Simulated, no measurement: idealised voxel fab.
process module | voxel wiring stack
cross-section cut | 190 nm wide | cells 5 nm
A cross-section is a grid of square cells, given in bands from the top down. A band is one or more rows of cells.
Each band's line starts with the height of the band's top and of its bottom, in nm. Then come its materials from left to right, each with its width in nm. One material with "throughout" fills the band from edge to edge. "air" is empty space.
Height 0 is the level under which the wafer as received is all one material. The lowest band goes on downwards, as in "0 down".
A width such as "30 to 40" changes by the same amount from each row of cells to the next, from the band's top row to its bottom row.
"no change" after a step means that no cell of the cross-section changed.
closed voids: empty space of 8 cells or more with no open way to the top, each as width x height at its distance from the left edge, in nm
after a step's settings: what the simulator itself notes on the step
overlay nm, on a step with a mask: how far to the right of its planned place the mask lay; to the left if negative
plan
1 op RECEIVE | material Si
2 op CONFORMAL_DEP | material SiO2 | thk nm 15
3 op CONFORMAL_DEP | material SiN | thk nm 5
4 op DIRECTIONAL_DEP | material lowk | thk nm 20
5 op PATTERN | tone open | mask id METAL_1 | material resist | width nm 25 | pitch nm 45 | thk nm 15 | overlay nm 0
6 op DIRECTIONAL_ETCH | etch materials lowk | depth nm 20
7 op DIRECTIONAL_ETCH | etch materials SiN | depth nm 5
8 op STRIP | etch materials resist
9 op CONFORMAL_DEP | material TiN | thk nm 5
10 op FILL_DEP | material Cu | thk nm 10
11 op CMP | height nm 40
12 op CONFORMAL_DEP | material SiCN | thk nm 5
13 op DIRECTIONAL_DEP | material lowk | thk nm 10
14 op PATTERN | tone open | mask id PLUG_1 | material resist | width nm 15 | pitch nm 90 | thk nm 20 | overlay nm 0
15 op DIRECTIONAL_ETCH | etch materials lowk | depth nm 10
16 op DIRECTIONAL_ETCH | etch materials SiCN | depth nm 5
17 op STRIP | etch materials resist
18 op CONFORMAL_DEP | material TiN | thk nm 5
19 op FILL_DEP | material W | thk nm 5
20 op CMP | height nm 55
21 op CONFORMAL_DEP | material SiN | thk nm 5
22 op DIRECTIONAL_DEP | material lowk | thk nm 20
23 op MASKED_ETCH | tone open | mask id METAL_2 | width nm 25 | pitch nm 45 | etch materials lowk | depth nm 20 | overlay nm 0
24 op MASKED_ETCH | tone open | mask id METAL_2 | width nm 25 | pitch nm 45 | etch materials SiN | depth nm 5 | overlay nm 0
25 op CONFORMAL_DEP | material TiN | thk nm 5
26 op FILL_DEP | material Cu | thk nm 10
27 op CMP | height nm 80
28 op EPI | material Ru | thk nm 5
29 op FILL_DEP | material SiCN | thk nm 5
varied across the wafers: overlay nm of step 14. The plan shows the first wafer's value. All wafers start alike
first wafer as received, after step 1
  0 down: Si throughout
  closed voids: none
first wafer at the end, after step 29
  90 to 85: SiCN throughout
  85 to 80: SiCN 10 | Ru 35 | SiCN 10 | Ru 35 | SiCN 10 | Ru 35 | SiCN 10 | Ru 35 | SiCN 10
  80 to 60: lowk 15 | TiN 5 | Cu 15 | TiN 5 | lowk 20 | TiN 5 | Cu 15 | TiN 5 | lowk 20 | TiN 5 | Cu 15 | TiN 5 | lowk 20 | TiN 5 | Cu 15 | TiN 5 | lowk 15
  60 to 55: SiN 15 | TiN 25 | SiN 20 | TiN 25 | SiN 20 | TiN 25 | SiN 20 | TiN 25 | SiN 15
  55 to 45: lowk 15 | TiN 5 | W 5 | TiN 5 | lowk 75 | TiN 5 | W 5 | TiN 5 | lowk 70
  45 to 40: SiCN 15 | TiN 15 | SiCN 75 | TiN 15 | SiCN 70
  40 to 20: lowk 15 | TiN 5 | Cu 15 | TiN 5 | lowk 20 | TiN 5 | Cu 15 | TiN 5 | lowk 20 | TiN 5 | Cu 15 | TiN 5 | lowk 20 | TiN 5 | Cu 15 | TiN 5 | lowk 15
  20 to 15: SiN 15 | TiN 25 | SiN 20 | TiN 25 | SiN 20 | TiN 25 | SiN 20 | TiN 25 | SiN 15
  15 to 0: SiO2 throughout
  0 down: Si throughout
  closed voids: none
last wafer at the end
  90 to 85: SiCN throughout
  85 to 80: SiCN 10 | Ru 35 | SiCN 10 | Ru 35 | SiCN 10 | Ru 35 | SiCN 10 | Ru 35 | SiCN 10
  80 to 60: lowk 15 | TiN 5 | Cu 15 | TiN 5 | lowk 20 | TiN 5 | Cu 15 | TiN 5 | lowk 20 | TiN 5 | Cu 15 | TiN 5 | lowk 20 | TiN 5 | Cu 15 | TiN 5 | lowk 15
  60 to 55: SiN 15 | TiN 25 | SiN 20 | TiN 25 | SiN 20 | TiN 25 | SiN 20 | TiN 25 | SiN 15
  55 to 45: lowk 30 | TiN 5 | W 5 | TiN 5 | lowk 75 | TiN 5 | W 5 | TiN 5 | lowk 55
  45 to 40: SiCN 30 | TiN 15 | SiCN 75 | TiN 15 | SiCN 55
  40 to 20: lowk 15 | TiN 5 | Cu 15 | TiN 5 | lowk 20 | TiN 5 | Cu 15 | TiN 5 | lowk 20 | TiN 5 | Cu 15 | TiN 5 | lowk 20 | TiN 5 | Cu 15 | TiN 5 | lowk 15
  20 to 15: SiN 15 | TiN 25 | SiN 20 | TiN 25 | SiN 20 | TiN 25 | SiN 20 | TiN 25 | SiN 15
  15 to 0: SiO2 throughout
  0 down: Si throughout
  closed voids: none
each wafer at the end: cells of each material gained (+) or lost (-) since it was received, then its closed voids
overlay nm 0 | +96 Cu | +28 Ru | +80 SiCN | +36 SiN | +114 SiO2 | +118 TiN | +4 W | +208 lowk | closed voids: none
overlay nm 5 | +96 Cu | +28 Ru | +80 SiCN | +36 SiN | +114 SiO2 | +118 TiN | +4 W | +208 lowk | closed voids: none
overlay nm 10 | +96 Cu | +28 Ru | +80 SiCN | +36 SiN | +114 SiO2 | +118 TiN | +4 W | +208 lowk | closed voids: none
overlay nm 15 | +96 Cu | +28 Ru | +80 SiCN | +36 SiN | +114 SiO2 | +118 TiN | +4 W | +208 lowk | closed voids: none
